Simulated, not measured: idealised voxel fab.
Module name: voxel gate over fins (process module)
The width of the displayed cross-section, cut, is 230 nm; its cells are square, with a size of 5 nm.
Bands, listed from the top down, are how a cross-section gets written in this document; the cross-section itself is a grid of square cells, and a band is one or more rows of them. Band entry format. Leading values: height of top, height of bottom, nm. Remainder: materials in left-to-right order, each with its width in nm. Special words: "all across" on a single material, which then fills the band edge to edge; "air", empty space. Height 0 is the level under which the wafer as received is all one material. The lowest band goes on downwards, as in "0 down". A width such as "30..40" changes by the same amount from each row of cells to the next, from the band's top row to its bottom row. What does "remains unaltered" mean for a step? It means no cell of the cross-section changed in that step. Closed empty spaces (no open way to the top) of 8 cells or more are what "Enclosed void entries" lists, each as width x height at distance from the left edge, nm for all three. It should be noted that, on the line of a given step, the content following the step's settings is a remark produced by the simulator itself with respect to that step. overlay nm: mask right of planned place by this much (step with mask). Neg. = left.

-- Steps planned for the process
1) RECEIVE,material Si
2) CONFORMAL_DEP,material SiN,thk nm 10
3) PATTERN,tone cover,mask id FINS,material resist,width nm 15,pitch nm 35,thk nm 15,overlay nm 0
4) DIRECTIONAL_ETCH,etch materials SiN,depth nm 10
5) DIRECTIONAL_ETCH,etch materials Si,depth nm 30
6) STRIP,etch materials resist
7) OXIDIZE,depth nm 5
8) FILL_DEP,material SiO2,thk nm 15
9) CMP,height nm 10
10) SELECTIVE_ETCH,etch materials SiO2,depth nm 20
11) STRIP,etch materials SiN
12) CONFORMAL_DEP,material HfO2,thk nm 5
13) CONFORMAL_DEP,material TiN,thk nm 5
14) CONFORMAL_DEP,material TiAl,thk nm 5
15) CONFORMAL_DEP,material TiN,thk nm 5
16) FILL_DEP,material W,thk nm 10
17) CMP,height nm 25
18) CONFORMAL_DEP,material SiCN,thk nm 10

-- First of two wafers - as planned

-- Cross-section, incoming material, after step 1
> 0 down: Si all across
> Enclosed void entries: none

-- Cross-sectional representation of the wafer at the conclusion of step 2
> 10 to 0: SiN all across
> Nothing below the height 0 has changed.

-- Cross-sectional representation of the wafer at the conclusion of step 3
> 25 to 10: 70 air, then 15 resist, then 20 air, then 15 resist, then 20 air, then 15 resist, then 75 air
> Nothing below the height 10 has changed.

-- Cross-sectional representation of the wafer at the conclusion of step 4
> 25 to 10: 70 air, then 15 resist, then 20 air, then 15 resist, then 20 air, then 15 resist, then 75 air
> 10 to 0: 70 air, then 15 SiN, then 20 air, then 15 SiN, then 20 air, then 15 SiN, then 75 air
> Nothing below the height 0 has changed.

-- Cross-sectional representation of the wafer at the conclusion of step 5
> 25 to 10: 70 air, then 15 resist, then 20 air, then 15 resist, then 20 air, then 15 resist, then 75 air
> 10 to 0: 70 air, then 15 SiN, then 20 air, then 15 SiN, then 20 air, then 15 SiN, then 75 air
> 0 to -30: 70 air, then 15 Si, then 20 air, then 15 Si, then 20 air, then 15 Si, then 75 air
> Nothing below the height -30 has changed.

-- Cross-sectional representation of the wafer at the conclusion of step 6
> 10 to 0: 70 air, then 15 SiN, then 20 air, then 15 SiN, then 20 air, then 15 SiN, then 75 air
> Nothing below the height 0 has changed.

-- Cross-sectional representation of the wafer at the conclusion of step 7
> 10 to 0: 70 air, then 15 SiN, then 20 air, then 15 SiN, then 20 air, then 15 SiN, then 75 air
> 0 to -30: 70 air, then 5 SiO2, then 5 Si, then 5 SiO2, then 20 air, then 5 SiO2, then 5 Si, then 5 SiO2, then 20 air, then 5 SiO2, then 5 Si, then 5 SiO2, then 75 air
> -30 to -35: 75 SiO2, then 5 Si, then 30 SiO2, then 5 Si, then 30 SiO2, then 5 Si, then 80 SiO2
> Nothing below the height -35 has changed.

-- Cross-sectional representation of the wafer at the conclusion of step 8
> 25 to 10: SiO2 all across
> 10 to 0: 70 SiO2, then 15 SiN, then 20 SiO2, then 15 SiN, then 20 SiO2, then 15 SiN, then 75 SiO2
> 0 to -35: 75 SiO2, then 5 Si, then 30 SiO2, then 5 Si, then 30 SiO2, then 5 Si, then 80 SiO2
> Nothing below the height -35 has changed.

-- Cross-sectional representation of the wafer at the conclusion of step 9
> 10 to 0: 70 SiO2, then 15 SiN, then 20 SiO2, then 15 SiN, then 20 SiO2, then 15 SiN, then 75 SiO2
> Nothing below the height 0 has changed.

-- Cross-sectional representation of the wafer at the conclusion of step 10
> 10 to 0: 70 air, then 15 SiN, then 20 air, then 15 SiN, then 20 air, then 15 SiN, then 75 air
> 0 to -10: 75 air, then 5 Si, then 30 air, then 5 Si, then 30 air, then 5 Si, then 80 air
> Nothing below the height -10 has changed.

-- Cross-sectional representation of the wafer at the conclusion of step 11
> 0 to -10: 75 air, then 5 Si, then 30 air, then 5 Si, then 30 air, then 5 Si, then 80 air
> Nothing below the height -10 has changed.

-- Cross-sectional representation of the wafer at the conclusion of step 12
> 5 to 0: 70 air, then 15 HfO2, then 20 air, then 15 HfO2, then 20 air, then 15 HfO2, then 75 air
> 0 to -5: 70 air, then 5 HfO2, then 5 Si, then 5 HfO2, then 20 air, then 5 HfO2, then 5 Si, then 5 HfO2, then 20 air, then 5 HfO2, then 5 Si, then 5 HfO2, then 75 air
> -5 to -10: 75 HfO2, then 5 Si, then 30 HfO2, then 5 Si, then 30 HfO2, then 5 Si, then 80 HfO2
> Nothing below the height -10 has changed.

-- Cross-sectional representation of the wafer at the conclusion of step 13
> 10 to 5: 65 air, then 25 TiN, then 10 air, then 25 TiN, then 10 air, then 25 TiN, then 70 air
> 5 to 0: 65 air, then 5 TiN, then 15 HfO2, then 5 TiN, then 10 air, then 5 TiN, then 15 HfO2, then 5 TiN, then 10 air, then 5 TiN, then 15 HfO2, then 5 TiN, then 70 air
> 0 to -5: 70 TiN, then 5 HfO2, then 5 Si, then 5 HfO2, then 20 TiN, then 5 HfO2, then 5 Si, then 5 HfO2, then 20 TiN, then 5 HfO2, then 5 Si, then 5 HfO2, then 75 TiN
> Nothing below the height -5 has changed.

-- Cross-sectional representation of the wafer at the conclusion of step 14
> 15 to 10: 60 air, then 105 TiAl, then 65 air
> 10 to 5: 60 air, then 5 TiAl, then 25 TiN, then 10 TiAl, then 25 TiN, then 10 TiAl, then 25 TiN, then 5 TiAl, then 65 air
> 5 to 0: 65 TiAl, then 5 TiN, then 15 HfO2, then 5 TiN, then 10 TiAl, then 5 TiN, then 15 HfO2, then 5 TiN, then 10 TiAl, then 5 TiN, then 15 HfO2, then 5 TiN, then 70 TiAl
> Nothing below the height 0 has changed.

-- Cross-sectional representation of the wafer at the conclusion of step 15
> 20 to 15: 55 air, then 115 TiN, then 60 air
> 15 to 10: 55 air, then 5 TiN, then 105 TiAl, then 5 TiN, then 60 air
> 10 to 5: 60 TiN, then 5 TiAl, then 25 TiN, then 10 TiAl, then 25 TiN, then 10 TiAl, then 25 TiN, then 5 TiAl, then 65 TiN
> Nothing below the height 5 has changed.

-- Cross-sectional representation of the wafer at the conclusion of step 16
> 30 to 20: W all across
> 20 to 15: 55 W, then 115 TiN, then 60 W
> 15 to 10: 55 W, then 5 TiN, then 105 TiAl, then 5 TiN, then 60 W
> Nothing below the height 10 has changed.

-- Cross-sectional representation of the wafer at the conclusion of step 17
> 25 to 20: W all across
> Nothing below the height 20 has changed.

-- Cross-sectional representation of the wafer at the conclusion of step 18
> 35 to 25: SiCN all across
> Nothing below the height 25 has changed.

-- second wafer: like start, like plan, one mistake. Through step 2 it matches the first wafer

-- Here is the second wafer in cross-section at the point where step 3 of the plan should have been done
> 25 to 10: 70 air, then 20 resist, then 15 air, then 20 resist, then 15 air, then 20 resist, then 70 air
> Nothing below the height 10 has changed.

-- Here is the second wafer in cross-section at the point where step 4 of the plan should have been done
> 25 to 10: 70 air, then 20 resist, then 15 air, then 20 resist, then 15 air, then 20 resist, then 70 air
> 10 to 0: 70 air, then 20 SiN, then 15 air, then 20 SiN, then 15 air, then 20 SiN, then 70 air
> Nothing below the height 0 has changed.

-- Here is the second wafer in cross-section at the point where step 5 of the plan should have been done
> 25 to 10: 70 air, then 20 resist, then 15 air, then 20 resist, then 15 air, then 20 resist, then 70 air
> 10 to 0: 70 air, then 20 SiN, then 15 air, then 20 SiN, then 15 air, then 20 SiN, then 70 air
> 0 to -30: 70 air, then 20 Si, then 15 air, then 20 Si, then 15 air, then 20 Si, then 70 air
> Nothing below the height -30 has changed.

-- Here is the second wafer in cross-section at the point where step 6 of the plan should have been done
> 10 to 0: 70 air, then 20 SiN, then 15 air, then 20 SiN, then 15 air, then 20 SiN, then 70 air
> Nothing below the height 0 has changed.

-- Here is the second wafer in cross-section at the point where step 7 of the plan should have been done
> 10 to 0: 70 air, then 20 SiN, then 15 air, then 20 SiN, then 15 air, then 20 SiN, then 70 air
> 0 to -30: 70 air, then 5 SiO2, then 10 Si, then 5 SiO2, then 15 air, then 5 SiO2, then 10 Si, then 5 SiO2, then 15 air, then 5 SiO2, then 10 Si, then 5 SiO2, then 70 air
> -30 to -35: 75 SiO2, then 10 Si, then 25 SiO2, then 10 Si, then 25 SiO2, then 10 Si, then 75 SiO2
> Nothing below the height -35 has changed.

-- Here is the second wafer in cross-section at the point where step 8 of the plan should have been done
> 25 to 10: SiO2 all across
> 10 to 0: 70 SiO2, then 20 SiN, then 15 SiO2, then 20 SiN, then 15 SiO2, then 20 SiN, then 70 SiO2
> 0 to -35: 75 SiO2, then 10 Si, then 25 SiO2, then 10 Si, then 25 SiO2, then 10 Si, then 75 SiO2
> Nothing below the height -35 has changed.

-- Here is the second wafer in cross-section at the point where step 9 of the plan should have been done
> 10 to 0: 70 SiO2, then 20 SiN, then 15 SiO2, then 20 SiN, then 15 SiO2, then 20 SiN, then 70 SiO2
> Nothing below the height 0 has changed.

-- Here is the second wafer in cross-section at the point where step 10 of the plan should have been done
> 10 to 0: 70 air, then 20 SiN, then 15 air, then 20 SiN, then 15 air, then 20 SiN, then 70 air
> 0 to -10: 75 air, then 10 Si, then 25 air, then 10 Si, then 25 air, then 10 Si, then 75 air
> Nothing below the height -10 has changed.

-- Here is the second wafer in cross-section at the point where step 11 of the plan should have been done
> 0 to -10: 75 air, then 10 Si, then 25 air, then 10 Si, then 25 air, then 10 Si, then 75 air
> Nothing below the height -10 has changed.

-- Here is the second wafer in cross-section at the point where step 12 of the plan should have been done
> 5 to 0: 70 air, then 20 HfO2, then 15 air, then 20 HfO2, then 15 air, then 20 HfO2, then 70 air
> 0 to -5: 70 air, then 5 HfO2, then 10 Si, then 5 HfO2, then 15 air, then 5 HfO2, then 10 Si, then 5 HfO2, then 15 air, then 5 HfO2, then 10 Si, then 5 HfO2, then 70 air
> -5 to -10: 75 HfO2, then 10 Si, then 25 HfO2, then 10 Si, then 25 HfO2, then 10 Si, then 75 HfO2
> Nothing below the height -10 has changed.

-- Here is the second wafer in cross-section at the point where step 13 of the plan should have been done
> 10 to 5: 65 air, then 30 TiN, then 5 air, then 30 TiN, then 5 air, then 30 TiN, then 65 air
> 5 to 0: 65 air, then 5 TiN, then 20 HfO2, then 5 TiN, then 5 air, then 5 TiN, then 20 HfO2, then 5 TiN, then 5 air, then 5 TiN, then 20 HfO2, then 5 TiN, then 65 air
> 0 to -5: 70 TiN, then 5 HfO2, then 10 Si, then 5 HfO2, then 15 TiN, then 5 HfO2, then 10 Si, then 5 HfO2, then 15 TiN, then 5 HfO2, then 10 Si, then 5 HfO2, then 70 TiN
> Nothing below the height -5 has changed.

-- Here is the second wafer in cross-section at the point where step 14 of the plan should have been done
> 15 to 10: 60 air, then 110 TiAl, then 60 air
> 10 to 5: 60 air, then 5 TiAl, then 30 TiN, then 5 TiAl, then 30 TiN, then 5 TiAl, then 30 TiN, then 5 TiAl, then 60 air
> 5 to 0: 65 TiAl, then 5 TiN, then 20 HfO2, then 5 TiN, then 5 TiAl, then 5 TiN, then 20 HfO2, then 5 TiN, then 5 TiAl, then 5 TiN, then 20 HfO2, then 5 TiN, then 65 TiAl
> Nothing below the height 0 has changed.

-- Here is the second wafer in cross-section at the point where step 15 of the plan should have been done
> 20 to 15: 55 air, then 120 TiN, then 55 air
> 15 to 10: 55 air, then 5 TiN, then 110 TiAl, then 5 TiN, then 55 air
> 10 to 5: 60 TiN, then 5 TiAl, then 30 TiN, then 5 TiAl, then 30 TiN, then 5 TiAl, then 30 TiN, then 5 TiAl, then 60 TiN
> Nothing below the height 5 has changed.

-- Here is the second wafer in cross-section at the point where step 16 of the plan should have been done
> 30 to 20: W all across
> 20 to 15: 55 W, then 120 TiN, then 55 W
> 15 to 10: 55 W, then 5 TiN, then 110 TiAl, then 5 TiN, then 55 W
> Nothing below the height 10 has changed.

-- Here is the second wafer in cross-section at the point where step 17 of the plan should have been done
> 25 to 20: W all across
> Nothing below the height 20 has changed.

-- Here is the second wafer in cross-section at the point where step 18 of the plan should have been done
> 35 to 25: SiCN all across
> Nothing below the height 25 has changed.
Against the plan, the run slipped here: it should be noted that step 3 was executed with settings other than those planned, the operation and settings actually applied being PATTERN,tone cover,mask id FINS,material resist,width nm 20,pitch nm 35,thk nm 15,overlay nm 0
Materials where the second wafer ends with more or fewer cells than the first: +21 Si, -15 SiO2, -4 TiAl, -2 W
